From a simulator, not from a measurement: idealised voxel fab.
The following process module bears the name voxel lift off.
Square cell edge 5 nm, section width 280 nm, ID cut.
This document writes a cross-section as a grid whose cells are square, and gives it as bands, listed from the top down; one or more rows of cells form a band. Basically the band line says how high the top is and how high the bottom is, in nm, and then what's in it from left to right, every material with its width in nm. Empty space shows up as "empty", and if a single material carries "full width" it runs the full band edge to edge. Where do heights start? At 0: under that level the wafer as delivered is made of one material only. And the lowest band has no floor; it just carries on downward, as in "z 0 and below". Read "30 to 40" as a graded width: first number on top, second number at the bottom, same change between each pair of neighbouring rows. Key: "nothing was modified" - step with no changed cell in the cross-section. The label "Closed void catalog" introduces a list of the empty spaces, 8 cells or larger, that have no open way up to the top; each entry in it reads width x height at distance, where the distance is taken from the left edge and all three are stated in nm. Step line, after settings: the simulator's comment on this step. The setting "overlay nm" may be written on the line of a step. When the step uses a mask, the value reports how far to the right of the planned place the mask lay, and a negative value reports that it lay to the left.
-- The process steps that were planned are listed below
1. RECEIVE: material Si
2. CONFORMAL_DEP: material SiO2, thk nm 10
3. PATTERN: tone open, mask id LINES, material resist, width nm 25, pitch nm 40, thk nm 20, overlay nm 0
4. DIRECTIONAL_DEP: material Ru, thk nm 5
5. STRIP: etch materials resist
6. CONFORMAL_DEP: material SiCN, thk nm 5
-- Cross-section: wafer on arrival = after step 1
	z 0 and below: Si full width
	Closed void catalog: none
-- Cross-section taken at module completion on the first of two wafers; processed per the plan
	z 20 to 15: 100 nm empty / 35 nm SiCN / 5 nm empty / 35 nm SiCN / 105 nm empty
	z 15 to 10: 105 nm SiCN / 25 nm Ru / 15 nm SiCN / 25 nm Ru / 110 nm SiCN
	z 10 to 0: SiO2 full width
	z 0 and below: Si full width
	Closed void catalog: none
-- Cross-section, second wafer: same start as the first, same plan as the first, one mistake in running it; taken at the end of the module
	z 15 to 10: SiCN full width
	z 10 to 0: SiO2 full width
	z 0 and below: Si full width
	Closed void catalog: none
What broke from the plan during processing? step 4 of the plan was excluded from execution and never run
Final difference in cells, second wafer against first, listed per material as more or fewer: -10 Ru | -4 SiCN
